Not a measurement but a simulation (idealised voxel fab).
process module | voxel transistor to metal
cross-section cut | 145 nm wide | cells 5 nm
A cross-section is a grid of square cells, given in bands from the top down. A band is one or more rows of cells.
Each band's line starts with the height of the band's top and of its bottom, in nm. Then come its materials from left to right, each with its width in nm. One material with "throughout" fills the band from edge to edge. "air" is empty space.
Height 0 is the level under which the wafer as received is all one material. The lowest band goes on downwards, as in "0 down".
A width such as "30 to 40" changes by the same amount from each row of cells to the next, from the band's top row to its bottom row.
"no change" after a step means that no cell of the cross-section changed.
closed voids: empty space of 8 cells or more with no open way to the top, each as width x height at its distance from the left edge, in nm
after a step's settings: what the simulator itself notes on the step
overlay nm, on a step with a mask: how far to the right of its planned place the mask lay; to the left if negative
plan
1 op RECEIVE | material Si
2 op OXIDIZE | depth nm 5
3 op CONFORMAL_DEP | material SiN | thk nm 10
4 op MASKED_ETCH | tone cover | mask id ACTIVE | width nm 95 | etch materials SiN | depth nm 10 | overlay nm 0
5 op MASKED_ETCH | tone cover | mask id ACTIVE | width nm 95 | etch materials SiO2 | depth nm 5 | overlay nm 0
6 op MASKED_ETCH | tone cover | mask id ACTIVE | width nm 95 | etch materials Si | depth nm 20 | overlay nm 0
7 op FILL_DEP | material SiO2 | thk nm 10
8 op CMP | height nm 10
9 op SELECTIVE_ETCH | etch materials SiO2 | depth nm 5
10 op STRIP | etch materials SiN
11 op SELECTIVE_ETCH | etch materials SiO2 | depth nm 5
12 op OXIDIZE | depth nm 5
13 op DIRECTIONAL_DEP | material polySi | thk nm 25
14 op DIRECTIONAL_DEP | material SiCN | thk nm 10
15 op MASKED_ETCH | tone cover | mask id GATE | width nm 25 | etch materials SiCN | depth nm 20 | overlay nm 0
16 op MASKED_ETCH | tone cover | mask id GATE | width nm 25 | etch materials polySi | depth nm 35 | overlay nm 0
17 op CONFORMAL_DEP | material SiN | thk nm 10
18 op DIRECTIONAL_ETCH | etch materials SiN | depth nm 10
19 op DIRECTIONAL_ETCH | etch materials SiO2 | depth nm 5
20 op DIRECTIONAL_ETCH | etch materials Si | depth nm 15
21 op EPI | material SiGe | thk nm 20
22 op FILL_DEP | material SiO2 | thk nm 10
23 op CMP | height nm 30
24 op DIRECTIONAL_DEP | material SiO2 | thk nm 15
25 op DIRECTIONAL_DEP | material aC | thk nm 15
26 op PATTERN | tone open | mask id CONTACT | material resist | width nm 25 | pitch nm 60 | thk nm 30 | overlay nm 0
27 op DIRECTIONAL_ETCH | etch materials aC | depth nm 15
28 op STRIP | etch materials resist
29 op DIRECTIONAL_ETCH | etch materials SiO2 | depth nm 35
30 op STRIP | etch materials aC
31 op CONFORMAL_DEP | material TiN | thk nm 5
32 op FILL_DEP | material Ru | thk nm 5
33 op CMP | height nm 45
34 op CONFORMAL_DEP | material SiN | thk nm 5
35 op DIRECTIONAL_DEP | material SiO2 | thk nm 20
36 op PATTERN | tone open | mask id METAL_1 | material resist | width nm 15 | pitch nm 70 | thk nm 15 | overlay nm 0
37 op DIRECTIONAL_ETCH | etch materials SiO2 | depth nm 20
38 op DIRECTIONAL_ETCH | etch materials SiN | depth nm 5
39 op STRIP | etch materials resist
40 op CONFORMAL_DEP | material TiN | thk nm 5
41 op FILL_DEP | material W | thk nm 5
42 op CMP | height nm 70
43 op CONFORMAL_DEP | material SiCN | thk nm 5
first wafer, as planned
as received, after step 1
  0 down: Si throughout
  closed voids: none
after step 2
  0 to -5: SiO2 throughout
  below -5: unchanged
after step 3
  10 to 0: SiN throughout
  below 0: unchanged
after step 4
  10 to 0: air 25 | SiN 95 | air 25
  below 0: unchanged
after step 5
  10 to 0: air 25 | SiN 95 | air 25
  0 to -5: air 25 | SiO2 95 | air 25
  below -5: unchanged
after step 6
  10 to 0: air 25 | SiN 95 | air 25
  0 to -5: air 25 | SiO2 95 | air 25
  -5 to -25: air 25 | Si 95 | air 25
  below -25: unchanged
after step 7
  20 to 10: SiO2 throughout
  10 to 0: SiO2 25 | SiN 95 | SiO2 25
  0 to -5: SiO2 throughout
  -5 to -25: SiO2 25 | Si 95 | SiO2 25
  below -25: unchanged
after step 8
  10 to 0: SiO2 25 | SiN 95 | SiO2 25
  below 0: unchanged
after step 9
  10 to 5: air 25 | SiN 95 | air 25
  below 5: unchanged
after step 10
  5 to 0: SiO2 25 | air 95 | SiO2 25
  below 0: unchanged
after step 11
  0 to -5: SiO2 20 | air 105 | SiO2 20
  below -5: unchanged
after step 12
  0 to -5: SiO2 20 | air 105 | SiO2 20
  -5 to -10: SiO2 throughout
  below -10: unchanged
after step 13
  25 to 20: polySi 20 | air 105 | polySi 20
  20 to 0: polySi throughout
  0 to -5: SiO2 20 | polySi 105 | SiO2 20
  below -5: unchanged
after step 14
  35 to 30: SiCN 20 | air 105 | SiCN 20
  30 to 25: SiCN throughout
  25 to 20: polySi 20 | SiCN 105 | polySi 20
  below 20: unchanged
after step 15
  30 to 25: air 60 | SiCN 25 | air 60
  25 to 20: polySi 20 | air 40 | SiCN 25 | air 40 | polySi 20
  below 20: unchanged
after step 16
  30 to 20: air 60 | SiCN 25 | air 60
  20 to 0: air 60 | polySi 25 | air 60
  0 to -5: SiO2 20 | air 40 | polySi 25 | air 40 | SiO2 20
  below -5: unchanged
after step 17
  40 to 30: air 50 | SiN 45 | air 50
  30 to 20: air 50 | SiN 10 | SiCN 25 | SiN 10 | air 50
  20 to 10: air 50 | SiN 10 | polySi 25 | SiN 10 | air 50
  10 to 5: SiN 30 | air 20 | SiN 10 | polySi 25 | SiN 10 | air 20 | SiN 30
  5 to 0: SiN 60 | polySi 25 | SiN 60
  0 to -5: SiO2 20 | SiN 40 | polySi 25 | SiN 40 | SiO2 20
  below -5: unchanged
after step 18
  30 to 20: air 50 | SiN 10 | SiCN 25 | SiN 10 | air 50
  20 to 0: air 50 | SiN 10 | polySi 25 | SiN 10 | air 50
  0 to -5: SiO2 20 | SiN 10 | air 20 | SiN 10 | polySi 25 | SiN 10 | air 20 | SiN 10 | SiO2 20
  below -5: unchanged
after step 19
  30 to 20: air 50 | SiN 10 | SiCN 25 | SiN 10 | air 50
  20 to 0: air 50 | SiN 10 | polySi 25 | SiN 10 | air 50
  0 to -5: air 20 | SiN 10 | air 20 | SiN 10 | polySi 25 | SiN 10 | air 20 | SiN 10 | air 20
  -5 to -10: SiO2 30 | air 20 | SiO2 45 | air 20 | SiO2 30
  below -10: unchanged
after step 20
  30 to 20: air 50 | SiN 10 | SiCN 25 | SiN 10 | air 50
  20 to 0: air 50 | SiN 10 | polySi 25 | SiN 10 | air 50
  0 to -5: air 20 | SiN 10 | air 20 | SiN 10 | polySi 25 | SiN 10 | air 20 | SiN 10 | air 20
  -5 to -10: SiO2 30 | air 20 | SiO2 45 | air 20 | SiO2 30
  -10 to -25: SiO2 25 | Si 5 | air 20 | Si 45 | air 20 | Si 5 | SiO2 25
  below -25: unchanged
after step 21
  30 to 20: air 50 | SiN 10 | SiCN 25 | SiN 10 | air 50
  20 to 10: air 50 | SiN 10 | polySi 25 | SiN 10 | air 50
  10 to 0: air 20 | SiGe 30 | SiN 10 | polySi 25 | SiN 10 | SiGe 30 | air 20
  0 to -5: air 20 | SiN 10 | SiGe 20 | SiN 10 | polySi 25 | SiN 10 | SiGe 20 | SiN 10 | air 20
  -5 to -10: SiO2 30 | SiGe 20 | SiO2 45 | SiGe 20 | SiO2 30
  -10 to -25: SiO2 25 | Si 5 | SiGe 20 | Si 45 | SiGe 20 | Si 5 | SiO2 25
  below -25: unchanged
after step 22
  40 to 30: SiO2 throughout
  30 to 20: SiO2 50 | SiN 10 | SiCN 25 | SiN 10 | SiO2 50
  20 to 10: SiO2 50 | SiN 10 | polySi 25 | SiN 10 | SiO2 50
  10 to 0: SiO2 20 | SiGe 30 | SiN 10 | polySi 25 | SiN 10 | SiGe 30 | SiO2 20
  0 to -5: SiO2 20 | SiN 10 | SiGe 20 | SiN 10 | polySi 25 | SiN 10 | SiGe 20 | SiN 10 | SiO2 20
  below -5: unchanged
after step 23
  30 to 20: SiO2 50 | SiN 10 | SiCN 25 | SiN 10 | SiO2 50
  below 20: unchanged
after step 24
  45 to 30: SiO2 throughout
  below 30: unchanged
after step 25
  60 to 45: aC throughout
  below 45: unchanged
after step 26
  90 to 60: resist 30 | air 25 | resist 35 | air 25 | resist 30
  below 60: unchanged
after step 27
  75 to 60: resist 30 | air 25 | resist 35 | air 25 | resist 30
  60 to 45: aC 30 | air 25 | aC 35 | air 25 | aC 30
  below 45: unchanged
after step 28
  60 to 45: aC 30 | air 25 | aC 35 | air 25 | aC 30
  below 45: unchanged
after step 29
  60 to 45: aC 30 | air 25 | aC 35 | air 25 | aC 30
  45 to 30: SiO2 30 | air 25 | SiO2 35 | air 25 | SiO2 30
  30 to 20: SiO2 30 | air 20 | SiN 10 | SiCN 25 | SiN 10 | air 20 | SiO2 30
  20 to 10: SiO2 30 | air 20 | SiN 10 | polySi 25 | SiN 10 | air 20 | SiO2 30
  below 10: unchanged
after step 30
  45 to 30: SiO2 30 | air 25 | SiO2 35 | air 25 | SiO2 30
  below 30: unchanged
after step 31
  50 to 45: TiN 35 | air 15 | TiN 45 | air 15 | TiN 35
  45 to 35: SiO2 30 | TiN 5 | air 15 | TiN 5 | SiO2 35 | TiN 5 | air 15 | TiN 5 | SiO2 30
  35 to 30: SiO2 30 | TiN 5 | air 10 | TiN 10 | SiO2 35 | TiN 10 | air 10 | TiN 5 | SiO2 30
  30 to 20: SiO2 30 | TiN 5 | air 10 | TiN 5 | SiN 10 | SiCN 25 | SiN 10 | TiN 5 | air 10 | TiN 5 | SiO2 30
  20 to 15: SiO2 30 | TiN 5 | air 10 | TiN 5 | SiN 10 | polySi 25 | SiN 10 | TiN 5 | air 10 | TiN 5 | SiO2 30
  15 to 10: SiO2 30 | TiN 20 | SiN 10 | polySi 25 | SiN 10 | TiN 20 | SiO2 30
  below 10: unchanged
after step 32
  55 to 50: Ru throughout
  50 to 45: TiN 35 | Ru 15 | TiN 45 | Ru 15 | TiN 35
  45 to 35: SiO2 30 | TiN 5 | Ru 15 | TiN 5 | SiO2 35 | TiN 5 | Ru 15 | TiN 5 | SiO2 30
  35 to 30: SiO2 30 | TiN 5 | Ru 10 | TiN 10 | SiO2 35 | TiN 10 | Ru 10 | TiN 5 | SiO2 30
  30 to 20: SiO2 30 | TiN 5 | Ru 10 | TiN 5 | SiN 10 | SiCN 25 | SiN 10 | TiN 5 | Ru 10 | TiN 5 | SiO2 30
  20 to 15: SiO2 30 | TiN 5 | Ru 10 | TiN 5 | SiN 10 | polySi 25 | SiN 10 | TiN 5 | Ru 10 | TiN 5 | SiO2 30
  below 15: unchanged
after step 33
  45 to 35: SiO2 30 | TiN 5 | Ru 15 | TiN 5 | SiO2 35 | TiN 5 | Ru 15 | TiN 5 | SiO2 30
  below 35: unchanged
after step 34
  50 to 45: SiN throughout
  below 45: unchanged
after step 35
  70 to 50: SiO2 throughout
  below 50: unchanged
after step 36
  85 to 70: resist 30 | air 15 | resist 55 | air 15 | resist 30
  below 70: unchanged
after step 37
  85 to 70: resist 30 | air 15 | resist 55 | air 15 | resist 30
  70 to 50: SiO2 30 | air 15 | SiO2 55 | air 15 | SiO2 30
  below 50: unchanged
after step 38
  85 to 70: resist 30 | air 15 | resist 55 | air 15 | resist 30
  70 to 50: SiO2 30 | air 15 | SiO2 55 | air 15 | SiO2 30
  50 to 45: SiN 30 | air 15 | SiN 55 | air 15 | SiN 30
  below 45: unchanged
after step 39
  70 to 50: SiO2 30 | air 15 | SiO2 55 | air 15 | SiO2 30
  below 50: unchanged
after step 40
  75 to 70: TiN 35 | air 5 | TiN 65 | air 5 | TiN 35
  70 to 50: SiO2 30 | TiN 5 | air 5 | TiN 5 | SiO2 55 | TiN 5 | air 5 | TiN 5 | SiO2 30
  50 to 45: SiN 30 | TiN 15 | SiN 55 | TiN 15 | SiN 30
  below 45: unchanged
after step 41
  80 to 75: W throughout
  75 to 70: TiN 35 | W 5 | TiN 65 | W 5 | TiN 35
  70 to 50: SiO2 30 | TiN 5 | W 5 | TiN 5 | SiO2 55 | TiN 5 | W 5 | TiN 5 | SiO2 30
  below 50: unchanged
after step 42
  70 to 50: SiO2 30 | TiN 5 | W 5 | TiN 5 | SiO2 55 | TiN 5 | W 5 | TiN 5 | SiO2 30
  below 50: unchanged
after step 43
  75 to 70: SiCN throughout
  below 70: unchanged
second wafer: like start, like plan, one mistake. Through step 19 it matches the first wafer
when step 20 should have ended
  30 to 20: air 50 | SiN 10 | SiCN 25 | SiN 10 | air 50
  20 to 0: air 50 | SiN 10 | polySi 25 | SiN 10 | air 50
  0 to -5: air 20 | SiN 10 | air 20 | SiN 10 | polySi 25 | SiN 10 | air 20 | SiN 10 | air 20
  -5 to -10: SiO2 30 | air 20 | SiO2 45 | air 20 | SiO2 30
  -10 to -25: SiO2 25 | Si 5 | air 20 | Si 45 | air 20 | Si 5 | SiO2 25
  -25 to -40: Si 30 | air 20 | Si 45 | air 20 | Si 30
  below -40: unchanged
when step 21 should have ended
  30 to 20: air 50 | SiN 10 | SiCN 25 | SiN 10 | air 50
  20 to 10: air 50 | SiN 10 | polySi 25 | SiN 10 | air 50
  10 to 0: air 20 | SiGe 30 | SiN 10 | polySi 25 | SiN 10 | SiGe 30 | air 20
  0 to -5: air 20 | SiN 10 | SiGe 20 | SiN 10 | polySi 25 | SiN 10 | SiGe 20 | SiN 10 | air 20
  -5 to -10: SiO2 30 | SiGe 20 | SiO2 45 | SiGe 20 | SiO2 30
  -10 to -25: SiO2 25 | Si 5 | SiGe 20 | Si 45 | SiGe 20 | Si 5 | SiO2 25
  -25 to -40: Si 30 | SiGe 20 | Si 45 | SiGe 20 | Si 30
  below -40: unchanged
when step 22 should have ended
  40 to 30: SiO2 throughout
  30 to 20: SiO2 50 | SiN 10 | SiCN 25 | SiN 10 | SiO2 50
  20 to 10: SiO2 50 | SiN 10 | polySi 25 | SiN 10 | SiO2 50
  10 to 0: SiO2 20 | SiGe 30 | SiN 10 | polySi 25 | SiN 10 | SiGe 30 | SiO2 20
  0 to -5: SiO2 20 | SiN 10 | SiGe 20 | SiN 10 | polySi 25 | SiN 10 | SiGe 20 | SiN 10 | SiO2 20
  below -5: unchanged
when step 23 should have ended
  30 to 20: SiO2 50 | SiN 10 | SiCN 25 | SiN 10 | SiO2 50
  below 20: unchanged
when step 24 should have ended
  45 to 30: SiO2 throughout
  below 30: unchanged
when step 25 should have ended
  60 to 45: aC throughout
  below 45: unchanged
when step 26 should have ended
  90 to 60: resist 30 | air 25 | resist 35 | air 25 | resist 30
  below 60: unchanged
when step 27 should have ended
  75 to 60: resist 30 | air 25 | resist 35 | air 25 | resist 30
  60 to 45: aC 30 | air 25 | aC 35 | air 25 | aC 30
  below 45: unchanged
when step 28 should have ended
  60 to 45: aC 30 | air 25 | aC 35 | air 25 | aC 30
  below 45: unchanged
when step 29 should have ended
  60 to 45: aC 30 | air 25 | aC 35 | air 25 | aC 30
  45 to 30: SiO2 30 | air 25 | SiO2 35 | air 25 | SiO2 30
  30 to 20: SiO2 30 | air 20 | SiN 10 | SiCN 25 | SiN 10 | air 20 | SiO2 30
  20 to 10: SiO2 30 | air 20 | SiN 10 | polySi 25 | SiN 10 | air 20 | SiO2 30
  below 10: unchanged
when step 30 should have ended
  45 to 30: SiO2 30 | air 25 | SiO2 35 | air 25 | SiO2 30
  below 30: unchanged
when step 31 should have ended
  50 to 45: TiN 35 | air 15 | TiN 45 | air 15 | TiN 35
  45 to 35: SiO2 30 | TiN 5 | air 15 | TiN 5 | SiO2 35 | TiN 5 | air 15 | TiN 5 | SiO2 30
  35 to 30: SiO2 30 | TiN 5 | air 10 | TiN 10 | SiO2 35 | TiN 10 | air 10 | TiN 5 | SiO2 30
  30 to 20: SiO2 30 | TiN 5 | air 10 | TiN 5 | SiN 10 | SiCN 25 | SiN 10 | TiN 5 | air 10 | TiN 5 | SiO2 30
  20 to 15: SiO2 30 | TiN 5 | air 10 | TiN 5 | SiN 10 | polySi 25 | SiN 10 | TiN 5 | air 10 | TiN 5 | SiO2 30
  15 to 10: SiO2 30 | TiN 20 | SiN 10 | polySi 25 | SiN 10 | TiN 20 | SiO2 30
  below 10: unchanged
when step 32 should have ended
  55 to 50: Ru throughout
  50 to 45: TiN 35 | Ru 15 | TiN 45 | Ru 15 | TiN 35
  45 to 35: SiO2 30 | TiN 5 | Ru 15 | TiN 5 | SiO2 35 | TiN 5 | Ru 15 | TiN 5 | SiO2 30
  35 to 30: SiO2 30 | TiN 5 | Ru 10 | TiN 10 | SiO2 35 | TiN 10 | Ru 10 | TiN 5 | SiO2 30
  30 to 20: SiO2 30 | TiN 5 | Ru 10 | TiN 5 | SiN 10 | SiCN 25 | SiN 10 | TiN 5 | Ru 10 | TiN 5 | SiO2 30
  20 to 15: SiO2 30 | TiN 5 | Ru 10 | TiN 5 | SiN 10 | polySi 25 | SiN 10 | TiN 5 | Ru 10 | TiN 5 | SiO2 30
  below 15: unchanged
when step 33 should have ended
  45 to 35: SiO2 30 | TiN 5 | Ru 15 | TiN 5 | SiO2 35 | TiN 5 | Ru 15 | TiN 5 | SiO2 30
  below 35: unchanged
when step 34 should have ended
  50 to 45: SiN throughout
  below 45: unchanged
when step 35 should have ended
  70 to 50: SiO2 throughout
  below 50: unchanged
when step 36 should have ended
  85 to 70: resist 30 | air 15 | resist 55 | air 15 | resist 30
  below 70: unchanged
when step 37 should have ended
  85 to 70: resist 30 | air 15 | resist 55 | air 15 | resist 30
  70 to 50: SiO2 30 | air 15 | SiO2 55 | air 15 | SiO2 30
  below 50: unchanged
when step 38 should have ended
  85 to 70: resist 30 | air 15 | resist 55 | air 15 | resist 30
  70 to 50: SiO2 30 | air 15 | SiO2 55 | air 15 | SiO2 30
  50 to 45: SiN 30 | air 15 | SiN 55 | air 15 | SiN 30
  below 45: unchanged
when step 39 should have ended
  70 to 50: SiO2 30 | air 15 | SiO2 55 | air 15 | SiO2 30
  below 50: unchanged
when step 40 should have ended
  75 to 70: TiN 35 | air 5 | TiN 65 | air 5 | TiN 35
  70 to 50: SiO2 30 | TiN 5 | air 5 | TiN 5 | SiO2 55 | TiN 5 | air 5 | TiN 5 | SiO2 30
  50 to 45: SiN 30 | TiN 15 | SiN 55 | TiN 15 | SiN 30
  below 45: unchanged
when step 41 should have ended
  80 to 75: W throughout
  75 to 70: TiN 35 | W 5 | TiN 65 | W 5 | TiN 35
  70 to 50: SiO2 30 | TiN 5 | W 5 | TiN 5 | SiO2 55 | TiN 5 | W 5 | TiN 5 | SiO2 30
  below 50: unchanged
when step 42 should have ended
  70 to 50: SiO2 30 | TiN 5 | W 5 | TiN 5 | SiO2 55 | TiN 5 | W 5 | TiN 5 | SiO2 30
  below 50: unchanged
when step 43 should have ended
  75 to 70: SiCN throughout
  below 70: unchanged
what went wrong: step 20 was run twice
at the end the second wafer has, in cells: 24 fewer of Si | 24 more of SiGe
